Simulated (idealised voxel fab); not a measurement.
process module | voxel ribs on slabs
This is section cut - it's 190 nm across, gridded in 5 nm square cells.
We lay out every cross-section as a grid of square cells and spell it out in bands from the top down, where one band means one or more rows of cells. Within each band entry, the heights of the top and of the bottom of the band appear first, in that order and in nm; the materials of the band then follow from left to right, each with its corresponding width in nm. The designation "throughout" on a single material indicates that it fills the band from edge to edge; the designation "blank" indicates empty space. Below 0: as-received wafer, all one material; heights counted from there. Lowest band: no bottom, goes on down, written "z 0 and below". Think of "30..40" as a width that walks from the first number to the second as you go down the band, top row to bottom row, taking equal-sized steps from row to row. When a step is marked "no change occurred", none of the cells in the cross-section changed during that step. What "Enclosed void catalog" gives you is every empty space of 8 cells or more that is cut off from the top. Each appears as width x height at distance, with the distance taken from the left edge and width, height and distance all in nm. Formally, on a step line, whatever follows the settings is a remark that the simulator itself makes on the step. You can add "overlay nm" to a step's line. For a step with a mask, it describes how far the mask lay to the right of its planned position, and a negative number describes a lay to the left.

# The process steps that were planned are listed below
1. op RECEIVE | material Si
2. op DIRECTIONAL_DEP | material SiO2 | thk nm 20
3. op DIRECTIONAL_DEP | material polySi | thk nm 25
4. op DIRECTIONAL_DEP | material aC | thk nm 10
5. op PATTERN | tone cover | mask id RIB | material resist | width nm 25 | thk nm 25 | overlay nm 0
6. op DIRECTIONAL_ETCH | etch materials aC | depth nm 10
7. op STRIP | etch materials resist
8. op DIRECTIONAL_ETCH | etch materials polySi | depth nm 10
9. op STRIP | etch materials aC
10. op PATTERN | tone cover | mask id SLAB | material resist | width nm 75 | thk nm 20 | overlay nm 0
11. op DIRECTIONAL_ETCH | etch materials polySi | depth nm 15
12. op STRIP | etch materials resist
13. op FILL_DEP | material SiO2 | thk nm 25
14. op CMP | height nm 65
15. op DIRECTIONAL_DEP | material W | thk nm 5
16. op MASKED_ETCH | tone cover | mask id HEATER | width nm 35 | etch materials W | depth nm 5 | overlay nm 0
17. op CONFORMAL_DEP | material SiN | thk nm 5

# First of two wafers: run as planned

# As-received state of the wafer in cross-section, equivalent to post-step 1
z 0 and below | Si throughout
Enclosed void catalog: none

# Cross-section: wafer state after step 2
z 20 to 0 | SiO2 throughout
All layers under 0 are left as they were.

# Cross-section: wafer state after step 3
z 45 to 20 | polySi throughout
All layers under 20 are left as they were.

# Cross-section: wafer state after step 4
z 55 to 45 | aC throughout
All layers under 45 are left as they were.

# Cross-section: wafer state after step 5
z 80 to 55 | 80 blank / 25 resist / 85 blank
All layers under 55 are left as they were.

# Cross-section: wafer state after step 6
z 70 to 55 | 80 blank / 25 resist / 85 blank
z 55 to 45 | 80 blank / 25 aC / 85 blank
All layers under 45 are left as they were.

# Cross-section: wafer state after step 7
z 55 to 45 | 80 blank / 25 aC / 85 blank
All layers under 45 are left as they were.

# Cross-section: wafer state after step 8
z 55 to 45 | 80 blank / 25 aC / 85 blank
z 45 to 35 | 80 blank / 25 polySi / 85 blank
All layers under 35 are left as they were.

# Cross-section: wafer state after step 9
z 45 to 35 | 80 blank / 25 polySi / 85 blank
All layers under 35 are left as they were.

# Cross-section: wafer state after step 10
z 65 to 45 | 55 blank / 75 resist / 60 blank
z 45 to 35 | 55 blank / 25 resist / 25 polySi / 25 resist / 60 blank
All layers under 35 are left as they were.

# Cross-section: wafer state after step 11
z 65 to 45 | 55 blank / 75 resist / 60 blank
z 45 to 35 | 55 blank / 25 resist / 25 polySi / 25 resist / 60 blank
z 35 to 20 | 55 blank / 75 polySi / 60 blank
All layers under 20 are left as they were.

# Cross-section: wafer state after step 12
z 45 to 35 | 80 blank / 25 polySi / 85 blank
All layers under 35 are left as they were.

# Cross-section: wafer state after step 13
z 70 to 45 | SiO2 throughout
z 45 to 35 | 80 SiO2 / 25 polySi / 85 SiO2
z 35 to 20 | 55 SiO2 / 75 polySi / 60 SiO2
All layers under 20 are left as they were.

# Cross-section: wafer state after step 14
z 65 to 45 | SiO2 throughout
All layers under 45 are left as they were.

# Cross-section: wafer state after step 15
z 70 to 65 | W throughout
All layers under 65 are left as they were.

# Cross-section: wafer state after step 16
z 70 to 65 | 75 blank / 35 W / 80 blank
All layers under 65 are left as they were.

# Cross-section: wafer state after step 17
z 75 to 70 | 70 blank / 45 SiN / 75 blank
z 70 to 65 | 75 SiN / 35 W / 80 SiN
All layers under 65 are left as they were.

# For the second wafer, take the first wafer's start and plan, then add one mistake made in running it; everything through step 2, that step included, is shared with the first

# Second wafer, section view, time point: scheduled end of step 3
z 50 to 20 | polySi throughout
All layers under 20 are left as they were.

# Second wafer, section view, time point: scheduled end of step 4
z 60 to 50 | aC throughout
All layers under 50 are left as they were.

# Second wafer, section view, time point: scheduled end of step 5
z 85 to 60 | 80 blank / 25 resist / 85 blank
All layers under 60 are left as they were.

# Second wafer, section view, time point: scheduled end of step 6
z 75 to 60 | 80 blank / 25 resist / 85 blank
z 60 to 50 | 80 blank / 25 aC / 85 blank
All layers under 50 are left as they were.

# Second wafer, section view, time point: scheduled end of step 7
z 60 to 50 | 80 blank / 25 aC / 85 blank
All layers under 50 are left as they were.

# Second wafer, section view, time point: scheduled end of step 8
z 60 to 50 | 80 blank / 25 aC / 85 blank
z 50 to 40 | 80 blank / 25 polySi / 85 blank
All layers under 40 are left as they were.

# Second wafer, section view, time point: scheduled end of step 9
z 50 to 40 | 80 blank / 25 polySi / 85 blank
All layers under 40 are left as they were.

# Second wafer, section view, time point: scheduled end of step 10
z 70 to 50 | 55 blank / 75 resist / 60 blank
z 50 to 40 | 55 blank / 25 resist / 25 polySi / 25 resist / 60 blank
All layers under 40 are left as they were.

# Second wafer, section view, time point: scheduled end of step 11
z 70 to 50 | 55 blank / 75 resist / 60 blank
z 50 to 40 | 55 blank / 25 resist / 25 polySi / 25 resist / 60 blank
z 40 to 25 | 55 blank / 75 polySi / 60 blank
All layers under 25 are left as they were.

# Second wafer, section view, time point: scheduled end of step 12
z 50 to 40 | 80 blank / 25 polySi / 85 blank
All layers under 40 are left as they were.

# Second wafer, section view, time point: scheduled end of step 13
z 75 to 50 | SiO2 throughout
z 50 to 40 | 80 SiO2 / 25 polySi / 85 SiO2
z 40 to 25 | 55 SiO2 / 75 polySi / 60 SiO2
All layers under 25 are left as they were.

# Second wafer, section view, time point: scheduled end of step 14
z 65 to 50 | SiO2 throughout
All layers under 50 are left as they were.

# Second wafer, section view, time point: scheduled end of step 15
z 70 to 65 | W throughout
All layers under 65 are left as they were.

# Second wafer, section view, time point: scheduled end of step 16
z 70 to 65 | 75 blank / 35 W / 80 blank
All layers under 65 are left as they were.

# Second wafer, section view, time point: scheduled end of step 17
z 75 to 70 | 70 blank / 45 SiN / 75 blank
z 70 to 65 | 75 SiN / 35 W / 80 SiN
All layers under 65 are left as they were.
Misprocessing identified: contrary to plan, step 3 was performed as op DIRECTIONAL_DEP | material polySi | thk nm 30
Bottom line after processing is that, in cells, the second wafer is up or down on some materials versus the first: SiO2 -38; polySi +38
